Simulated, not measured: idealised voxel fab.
The name of this process module is voxel gate over fins.
FYI the section here is cut, 255 nm wide, cells are 5 nm squares.
Just so we're on the same page, the cross-sections are grids of square cells, and they're listed out in bands top to bottom, each band one or more rows deep. The band entry comprises the height of the band's top followed by the height of its bottom, expressed in nm, and subsequently the band's materials from left to right, each stated together with its width in nm. Where a single material is marked with the word "everywhere", that material fills the band from edge to edge. The word "blank" represents empty space. For the purposes of this specification, 0 denotes the height below which the wafer in its as-received condition is composed wholly of one material, and the lowermost band, lacking a lower limit, extends downward without end, as expressed in "0 nm and below". The expression "30->40" gives the width at the extremes of the band, the first number at its top row of cells and the second at its bottom row, with the width changing by equal amounts from each row to the next in between. Basically "identical to before" means that step didn't change any cell in the cross-section. Heads up: "Closed void inventory" only lists the empty pockets with no open path to the top that are 8 cells or more, and it writes them as width x height at distance, distance from the left edge, in nm. Anything after a step's settings on that line? It's the simulator's own note about the step. overlay nm: mask right of planned place by this much (step with mask). Neg. = left.

## The process steps that were planned are listed below
1,RECEIVE | material Si
2,CONFORMAL_DEP | material SiN | thk nm 5
3,MASKED_ETCH | tone cover | mask id FINS | width nm 15 | pitch nm 50 | etch materials SiN | depth nm 5 | overlay nm 0
4,MASKED_ETCH | tone cover | mask id FINS | width nm 15 | pitch nm 50 | etch materials Si | depth nm 30 | overlay nm 0
5,FILL_DEP | material SiO2 | thk nm 10
6,CMP | height nm 5
7,MASKED_ETCH | tone open | mask id RAIL | width nm 15 | etch materials SiO2 | depth nm 30 | overlay nm 0
8,CONFORMAL_DEP | material TiN | thk nm 5
9,FILL_DEP | material Ru | thk nm 5
10,CMP | height nm 5
11,SELECTIVE_ETCH | etch materials W Ru TiN | depth nm 20
12,FILL_DEP | material SiO2 | thk nm 5
13,CMP | height nm 5
14,SELECTIVE_ETCH | etch materials SiO2 | depth nm 15
15,STRIP | etch materials SiN
16,CONFORMAL_DEP | material HfO2 | thk nm 5
17,CONFORMAL_DEP | material TiN | thk nm 5
18,CONFORMAL_DEP | material TiAl | thk nm 5
19,CONFORMAL_DEP | material TiN | thk nm 5
20,FILL_DEP | material W | thk nm 10
21,CMP | height nm 25
22,CONFORMAL_DEP | material SiCN | thk nm 5

## Cross-section: wafer on arrival = after step 1
0 nm and below = Si everywhere
Closed void inventory: none

## First wafer of two, sectioned at end of module; run went per plan
30 nm to 25 nm = SiCN everywhere
25 nm to 20 nm = W everywhere
20 nm to 15 nm = 50 of W, 155 of TiN, 50 of W
15 nm to 10 nm = 50 of W, 5 of TiN, 45 of TiAl, 5 of TiN, 45 of TiAl, 5 of TiN, 45 of TiAl, 5 of TiN, 50 of W
10 nm to 5 nm = 55 of TiN, 5 of TiAl, 35 of TiN, 5 of TiAl, 5 of TiN, 5 of TiAl, 35 of TiN, 5 of TiAl, 5 of TiN, 5 of TiAl, 35 of TiN, 5 of TiAl, 55 of TiN
5 nm to 0 nm = 60 of TiAl, 5 of TiN, 25 of HfO2, 5 of TiN, 15 of TiAl, 5 of TiN, 25 of HfO2, 5 of TiN, 15 of TiAl, 5 of TiN, 25 of HfO2, 5 of TiN, 60 of TiAl
0 nm to -5 nm = 65 of TiN, 5 of HfO2, 15 of Si, 5 of HfO2, 25 of TiN, 5 of HfO2, 15 of Si, 5 of HfO2, 25 of TiN, 5 of HfO2, 15 of Si, 5 of HfO2, 65 of TiN
-5 nm to -10 nm = 70 of HfO2, 15 of Si, 35 of HfO2, 15 of Si, 35 of HfO2, 15 of Si, 70 of HfO2
-10 nm to -15 nm = 70 of SiO2, 15 of Si, 35 of SiO2, 15 of Si, 35 of SiO2, 15 of Si, 70 of SiO2
-15 nm to -20 nm = 70 of SiO2, 15 of Si, 10 of SiO2, 5 of TiN, 5 of Ru, 5 of TiN, 10 of SiO2, 15 of Si, 35 of SiO2, 15 of Si, 70 of SiO2
-20 nm to -25 nm = 70 of SiO2, 15 of Si, 10 of SiO2, 15 of TiN, 10 of SiO2, 15 of Si, 35 of SiO2, 15 of Si, 70 of SiO2
-25 nm to -30 nm = 70 of SiO2, 15 of Si, 35 of SiO2, 15 of Si, 35 of SiO2, 15 of Si, 70 of SiO2
-30 nm and below = Si everywhere
Closed void inventory: none

## Cross-section, wafer two of two, end of module: same start and plan as wafer one, one error in execution
30 nm to 25 nm = SiCN everywhere
25 nm to 20 nm = W everywhere
20 nm to 15 nm = 50 of W, 155 of TiN, 50 of W
15 nm to 10 nm = 50 of W, 5 of TiN, 45 of TiAl, 5 of TiN, 45 of TiAl, 5 of TiN, 45 of TiAl, 5 of TiN, 50 of W
10 nm to 5 nm = 55 of TiN, 5 of TiAl, 35 of TiN, 5 of TiAl, 5 of TiN, 5 of TiAl, 35 of TiN, 5 of TiAl, 5 of TiN, 5 of TiAl, 35 of TiN, 5 of TiAl, 55 of TiN
5 nm to 0 nm = 60 of TiAl, 5 of TiN, 25 of HfO2, 5 of TiN, 15 of TiAl, 5 of TiN, 25 of HfO2, 5 of TiN, 15 of TiAl, 5 of TiN, 25 of HfO2, 5 of TiN, 60 of TiAl
0 nm to -5 nm = 65 of TiN, 5 of HfO2, 15 of Si, 5 of HfO2, 25 of TiN, 5 of HfO2, 15 of Si, 5 of HfO2, 25 of TiN, 5 of HfO2, 15 of Si, 5 of HfO2, 65 of TiN
-5 nm to -10 nm = 60 of HfO2, 5 of TiN, 5 of HfO2, 15 of Si, 5 of HfO2, 5 of TiN, 15 of HfO2, 5 of TiN, 5 of HfO2, 15 of Si, 5 of HfO2, 5 of TiN, 15 of HfO2, 5 of TiN, 5 of HfO2, 15 of Si, 5 of HfO2, 5 of TiN, 60 of HfO2
-10 nm to -15 nm = 55 of SiO2, 15 of HfO2, 15 of Si, 15 of HfO2, 5 of SiO2, 15 of HfO2, 15 of Si, 15 of HfO2, 5 of SiO2, 15 of HfO2, 15 of Si, 15 of HfO2, 55 of SiO2
-15 nm to -20 nm = 70 of SiO2, 15 of Si, 10 of SiO2, 5 of TiN, 5 of Ru, 5 of TiN, 10 of SiO2, 15 of Si, 35 of SiO2, 15 of Si, 70 of SiO2
-20 nm to -25 nm = 70 of SiO2, 15 of Si, 10 of SiO2, 15 of TiN, 10 of SiO2, 15 of Si, 35 of SiO2, 15 of Si, 70 of SiO2
-25 nm to -30 nm = 70 of SiO2, 15 of Si, 35 of SiO2, 15 of Si, 35 of SiO2, 15 of Si, 70 of SiO2
-30 nm and below = Si everywhere
Closed void inventory: none
Against the plan, the run slipped here: steps 14 and 15 got flipped, so each one ran where the other should have
Heads up, by the end the second wafer has more or fewer cells of some materials compared to the first: +12 HfO2 | -18 SiO2 | +6 TiN
